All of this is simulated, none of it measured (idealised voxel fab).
process module | voxel air gaps
cross-section cut | 300 nm wide | cells 5 nm
A cross-section is a grid of square cells, given in bands from the top down. A band is one or more rows of cells.
Each band's line starts with the height of the band's top and of its bottom, in nm. Then come its materials from left to right, each with its width in nm. One material with "throughout" fills the band from edge to edge. "air" is empty space.
Height 0 is the level under which the wafer as received is all one material. The lowest band goes on downwards, as in "0 down".
A width such as "30 to 40" changes by the same amount from each row of cells to the next, from the band's top row to its bottom row.
"no change" after a step means that no cell of the cross-section changed.
closed voids: empty space of 8 cells or more with no open way to the top, each as width x height at its distance from the left edge, in nm
after a step's settings: what the simulator itself notes on the step
overlay nm, on a step with a mask: how far to the right of its planned place the mask lay; to the left if negative
plan
1 op RECEIVE | material Si
2 op CONFORMAL_DEP | material SiO2 | thk nm 15
3 op CONFORMAL_DEP | material SiN | thk nm 5
4 op DIRECTIONAL_DEP | material lowk | thk nm 35
5 op PATTERN | tone open | mask id LINES | material resist | width nm 15 | pitch nm 40 | thk nm 15 | overlay nm 0
6 op DIRECTIONAL_ETCH | etch materials lowk | depth nm 35
7 op STRIP | etch materials resist
8 op CONFORMAL_DEP | material TiN | thk nm 5
9 op FILL_DEP | material Ru | thk nm 5
10 op CMP | height nm 55
11 op EPI | material Ru | thk nm 10
12 op SELECTIVE_ETCH | etch materials lowk | depth nm 45
13 op CONFORMAL_DEP | material SiCN | thk nm 5
as received, after step 1
  0 down: Si throughout
  closed voids: none
first wafer at the end, as planned
  70 to 65: air 65 | SiCN 165 | air 70
  65 to 55: air 65 | SiCN 5 | Ru 35 | SiCN 5 | Ru 35 | SiCN 5 | Ru 35 | SiCN 5 | Ru 35 | SiCN 5 | air 70
  55 to 50: air 65 | SiCN 15 | TiN 5 | Ru 5 | TiN 5 | SiCN 25 | TiN 5 | Ru 5 | TiN 5 | SiCN 25 | TiN 5 | Ru 5 | TiN 5 | SiCN 25 | TiN 5 | Ru 5 | TiN 5 | SiCN 15 | air 70
  50 to 25: air 75 | SiCN 5 | TiN 5 | Ru 5 | TiN 5 | SiCN 5 | air 15 | SiCN 5 | TiN 5 | Ru 5 | TiN 5 | SiCN 5 | air 15 | SiCN 5 | TiN 5 | Ru 5 | TiN 5 | SiCN 5 | air 15 | SiCN 5 | TiN 5 | Ru 5 | TiN 5 | SiCN 5 | air 80
  25 to 20: SiCN 80 | TiN 15 | SiCN 25 | TiN 15 | SiCN 25 | TiN 15 | SiCN 25 | TiN 15 | SiCN 85
  20 to 15: SiN throughout
  15 to 0: SiO2 throughout
  0 down: Si throughout
  closed voids: 15 x 25 at 100; 15 x 25 at 140; 15 x 25 at 180
second wafer at the end: like start, like plan, one mistake
  70 to 65: SiCN throughout
  65 to 50: Ru throughout
  50 to 45: TiN 85 | Ru 5 | TiN 35 | Ru 5 | TiN 35 | Ru 5 | TiN 35 | Ru 5 | TiN 90
  45 to 15: lowk 80 | TiN 5 | Ru 5 | TiN 5 | lowk 25 | TiN 5 | Ru 5 | TiN 5 | lowk 25 | TiN 5 | Ru 5 | TiN 5 | lowk 25 | TiN 5 | Ru 5 | TiN 5 | lowk 85
  15 to 10: lowk 80 | TiN 15 | lowk 25 | TiN 15 | lowk 25 | TiN 15 | lowk 25 | TiN 15 | lowk 85
  10 to 5: SiN throughout
  5 to 0: SiO2 throughout
  0 down: Si throughout
  closed voids: none
what went wrong: step 2 ran as: op CONFORMAL_DEP | material SiO2 | thk nm 5
at the end the second wafer has, in cells: 128 more of Ru | 92 fewer of SiCN | 120 fewer of SiO2 | 56 more of TiN | 336 more of lowk
closed voids at the end (first wafer, second wafer): 3, 0
